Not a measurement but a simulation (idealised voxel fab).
Module name: voxel gate over fins (process module)
In the cross-section labelled cut, the width is 255 nm and each square cell is 5 nm.
When this document writes out a cross-section, it uses a grid of square cells and lists it as bands, beginning at the top and moving down, with a band standing for one or more rows of cells. Read a band's entry like this: the first values are the height of its top and the height of its bottom in nm, and what follows is the sequence of materials from left to right, each with its width in nm. Note that "blank" is empty space, and that a single material marked "everywhere" reaches across the band from edge to edge. For the purposes of this specification, 0 denotes the height below which the wafer in its as-received condition is composed wholly of one material, and the lowermost band, lacking a lower limit, extends downward without end, as expressed in "0 and below". Think of "30->40" as a width that walks from the first number to the second as you go down the band, top row to bottom row, taking equal-sized steps from row to row. Where the words "no modifications" appear for a step, the cross-section shows no cell changed by that step; every cell remained as before. "Fully closed voids" specifies each empty space that is not open to the top and that occupies no fewer than 8 cells, using the form width x height at distance, the distance measured from the left edge and all three quantities in nm. What comes after the settings on a step's line is commentary from the simulator itself on that step. A step's line can hold "overlay nm"; with a mask on that step, the setting says how far right of the planned place the mask lay, while a negative setting says it lay to the left.
-- Planned step list for the process
1: RECEIVE | material Si
2: CONFORMAL_DEP | material SiN | thk nm 10
3: MASKED_ETCH | tone cover | mask id FINS | width nm 15 | pitch nm 50 | etch materials SiN | depth nm 10 | overlay nm 0
4: MASKED_ETCH | tone cover | mask id FINS | width nm 15 | pitch nm 50 | etch materials Si | depth nm 35 | overlay nm 0
5: OXIDIZE | depth nm 5
6: FILL_DEP | material SiO2 | thk nm 15
7: CMP | height nm 10
8: DIRECTIONAL_DEP | material aC | thk nm 10
9: PATTERN | tone open | mask id RAIL | material resist | width nm 15 | thk nm 30 | overlay nm 0
10: DIRECTIONAL_ETCH | etch materials aC | depth nm 10
11: STRIP | etch materials resist
12: DIRECTIONAL_ETCH | etch materials SiO2 | depth nm 40
13: STRIP | etch materials aC
14: CONFORMAL_DEP | material TiN | thk nm 5
15: FILL_DEP | material W | thk nm 10
16: CMP | height nm 10
17: SELECTIVE_ETCH | etch materials W Ru TiN | depth nm 30
18: FILL_DEP | material SiO2 | thk nm 5
19: CMP | height nm 10
20: SELECTIVE_ETCH | etch materials SiO2 | depth nm 20
21: STRIP | etch materials SiN
22: CONFORMAL_DEP | material HfO2 | thk nm 5
23: CONFORMAL_DEP | material TiN | thk nm 5
24: CONFORMAL_DEP | material TiAl | thk nm 5
25: CONFORMAL_DEP | material TiN | thk nm 5
26: FILL_DEP | material W | thk nm 15
27: CMP | height nm 30
28: CONFORMAL_DEP | material SiN | thk nm 5
-- Incoming wafer in cross-section (state: after step 1)
> 0 and below  Si everywhere
> Fully closed voids: none
-- What the wafer looks like in cross-section after this module, when it starts as shown above and follows the plan above but one mistake is made in running it
> 35 down to 20  SiN everywhere
> 20 down to 15  80 nm SiN | 45 nm TiN | 5 nm SiN | 45 nm TiN | 80 nm SiN
> 15 down to 10  80 nm SiN | 5 nm TiN | 35 nm TiAl | 5 nm TiN | 5 nm SiN | 5 nm TiN | 35 nm TiAl | 5 nm TiN | 80 nm SiN
> 10 down to 5  85 nm TiN | 5 nm TiAl | 25 nm TiN | 5 nm TiAl | 15 nm TiN | 5 nm TiAl | 25 nm TiN | 5 nm TiAl | 85 nm TiN
> 5 down to 0  90 nm TiAl | 5 nm TiN | 15 nm HfO2 | 5 nm TiN | 25 nm TiAl | 5 nm TiN | 15 nm HfO2 | 5 nm TiN | 90 nm TiAl
> 0 down to -5  95 nm TiN | 5 nm HfO2 | 5 nm Si | 5 nm HfO2 | 35 nm TiN | 5 nm HfO2 | 5 nm Si | 5 nm HfO2 | 95 nm TiN
> -5 down to -10  100 nm HfO2 | 5 nm Si | 45 nm HfO2 | 5 nm Si | 100 nm HfO2
> -10 down to -20  100 nm SiO2 | 5 nm Si | 45 nm SiO2 | 5 nm Si | 100 nm SiO2
> -20 down to -25  100 nm SiO2 | 5 nm Si | 15 nm SiO2 | 5 nm TiN | 5 nm W | 5 nm TiN | 15 nm SiO2 | 5 nm Si | 100 nm SiO2
> -25 down to -30  100 nm SiO2 | 5 nm Si | 15 nm SiO2 | 15 nm TiN | 15 nm SiO2 | 5 nm Si | 100 nm SiO2
> -30 down to -40  100 nm SiO2 | 5 nm Si | 45 nm SiO2 | 5 nm Si | 100 nm SiO2
> -40 and below  Si everywhere
> Fully closed voids: none
What was done differently from what was planned? step 26 was processed under conditions differing from the plan, specifically as FILL_DEP | material SiN | thk nm 15
